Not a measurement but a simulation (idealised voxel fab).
Process module, titled voxel ribs on slabs
Cross-section cut spans 140 nm and uses square cells 5 nm in size.
A cross-section is a grid of square cells, given in bands from the top down. A band is one or more rows of cells.
This entry defines a band. It first specifies the height of the band's top and the height of its bottom in nm, and then specifies the band's materials from left to right, stating each material with its width in nm. The word "edge to edge" identifies a single material that fills the band from edge to edge, while the word "empty" identifies empty space.
Heights are expressed relative to 0, this being the level below which the as-received wafer comprises one material exclusively. The lowest band is unbounded in the downward direction and is denoted as in "0 down".
You'd read "30->40" like this: the band's top row of cells is as wide as the first number, its bottom row is as wide as the second, and going down, every row changes width by the same amount as the row before did.
"all unchanged", as given for a step, is the statement that not any cell of the cross-section underwent a change during that step.
Closed-off voids of 8+ cells (no open route to the top) go in "Enclosed void list", written width x height at distance from the left edge, in nm.
Formally, on a step line, whatever follows the settings is a remark that the simulator itself makes on the step.
"overlay nm", when on a step's line for a step with a mask, measures how far to the right of its planned place the mask lay; a negative measure means to the left.
Set out below are the planned steps of the process:
1,RECEIVE: material Si
2,DIRECTIONAL_DEP: material SiO2, thk nm 30
3,DIRECTIONAL_DEP: material polySi, thk nm 15
4,MASKED_ETCH: tone cover, mask id RIB, width nm 30, etch materials polySi, depth nm 5, overlay nm 0
5,PATTERN: tone cover, mask id SLAB, material resist, width nm 90, thk nm 15, overlay nm 0
6,DIRECTIONAL_ETCH: etch materials polySi, depth nm 10
7,STRIP: etch materials resist
8,FILL_DEP: material SiO2, thk nm 30
9,CMP: height nm 65
10,DIRECTIONAL_DEP: material W, thk nm 10
11,PATTERN: tone cover, mask id HEATER, material resist, width nm 40, thk nm 15, overlay nm 0
12,DIRECTIONAL_ETCH: etch materials W, depth nm 10
13,STRIP: etch materials resist
14,CONFORMAL_DEP: material SiO2, thk nm 10
First of two wafers: run as planned:
As-received state of the wafer in cross-section, equivalent to post-step 1:
* 0 down = Si edge to edge
* Enclosed void list: none
Step 2 done - wafer cross-section:
* 30 to 0 = SiO2 edge to edge
* No changes below 0.
Step 3 done - wafer cross-section:
* 45 to 30 = polySi edge to edge
* No changes below 30.
Step 4 done - wafer cross-section:
* 45 to 40 = 55 empty, then 30 polySi, then 55 empty
* No changes below 40.
Step 5 done - wafer cross-section:
* 60 to 45 = 25 empty, then 90 resist, then 25 empty
* 45 to 40 = 25 empty, then 30 resist, then 30 polySi, then 30 resist, then 25 empty
* No changes below 40.
Step 6 done - wafer cross-section:
* 60 to 45 = 25 empty, then 90 resist, then 25 empty
* 45 to 40 = 25 empty, then 30 resist, then 30 polySi, then 30 resist, then 25 empty
* 40 to 30 = 25 empty, then 90 polySi, then 25 empty
* No changes below 30.
Step 7 done - wafer cross-section:
* 45 to 40 = 55 empty, then 30 polySi, then 55 empty
* No changes below 40.
Step 8 done - wafer cross-section:
* 75 to 45 = SiO2 edge to edge
* 45 to 40 = 55 SiO2, then 30 polySi, then 55 SiO2
* 40 to 30 = 25 SiO2, then 90 polySi, then 25 SiO2
* No changes below 30.
Step 9 done - wafer cross-section:
* 65 to 45 = SiO2 edge to edge
* No changes below 45.
Step 10 done - wafer cross-section:
* 75 to 65 = W edge to edge
* No changes below 65.
Step 11 done - wafer cross-section:
* 90 to 75 = 50 empty, then 40 resist, then 50 empty
* No changes below 75.
Step 12 done - wafer cross-section:
* 90 to 75 = 50 empty, then 40 resist, then 50 empty
* 75 to 65 = 50 empty, then 40 W, then 50 empty
* No changes below 65.
Step 13 done - wafer cross-section:
* 75 to 65 = 50 empty, then 40 W, then 50 empty
* No changes below 65.
Step 14 done - wafer cross-section:
* 85 to 75 = 40 empty, then 60 SiO2, then 40 empty
* 75 to 65 = 50 SiO2, then 40 W, then 50 SiO2
* No changes below 65.
Second wafer. Start and plan as for the first. One mistake made in running. Agrees with the first up to and including step 2:
Here is the second wafer in cross-section at the point where step 3 of the plan should have been done:
* 60 to 30 = polySi edge to edge
* No changes below 30.
Here is the second wafer in cross-section at the point where step 4 of the plan should have been done:
* 60 to 55 = 55 empty, then 30 polySi, then 55 empty
* No changes below 55.
Here is the second wafer in cross-section at the point where step 5 of the plan should have been done:
* 75 to 60 = 25 empty, then 90 resist, then 25 empty
* 60 to 55 = 25 empty, then 30 resist, then 30 polySi, then 30 resist, then 25 empty
* No changes below 55.
Here is the second wafer in cross-section at the point where step 6 of the plan should have been done:
* 75 to 60 = 25 empty, then 90 resist, then 25 empty
* 60 to 55 = 25 empty, then 30 resist, then 30 polySi, then 30 resist, then 25 empty
* 55 to 45 = 25 empty, then 90 polySi, then 25 empty
* No changes below 45.
Here is the second wafer in cross-section at the point where step 7 of the plan should have been done:
* 60 to 55 = 55 empty, then 30 polySi, then 55 empty
* No changes below 55.
Here is the second wafer in cross-section at the point where step 8 of the plan should have been done:
* 90 to 60 = SiO2 edge to edge
* 60 to 55 = 55 SiO2, then 30 polySi, then 55 SiO2
* 55 to 45 = 25 SiO2, then 90 polySi, then 25 SiO2
* No changes below 45.
Here is the second wafer in cross-section at the point where step 9 of the plan should have been done:
* 65 to 60 = SiO2 edge to edge
* No changes below 60.
Here is the second wafer in cross-section at the point where step 10 of the plan should have been done:
* 75 to 65 = W edge to edge
* No changes below 65.
Here is the second wafer in cross-section at the point where step 11 of the plan should have been done:
* 90 to 75 = 50 empty, then 40 resist, then 50 empty
* No changes below 75.
Here is the second wafer in cross-section at the point where step 12 of the plan should have been done:
* 90 to 75 = 50 empty, then 40 resist, then 50 empty
* 75 to 65 = 50 empty, then 40 W, then 50 empty
* No changes below 65.
Here is the second wafer in cross-section at the point where step 13 of the plan should have been done:
* 75 to 65 = 50 empty, then 40 W, then 50 empty
* No changes below 65.
Here is the second wafer in cross-section at the point where step 14 of the plan should have been done:
* 85 to 75 = 40 empty, then 60 SiO2, then 40 empty
* 75 to 65 = 50 SiO2, then 40 W, then 50 SiO2
* No changes below 65.
Deviation from plan: plan step 3 ran twice
Per the end-of-run cell counts, the second wafer holds more or fewer of some materials than the first: 84 fewer of SiO2 | 84 more of polySi
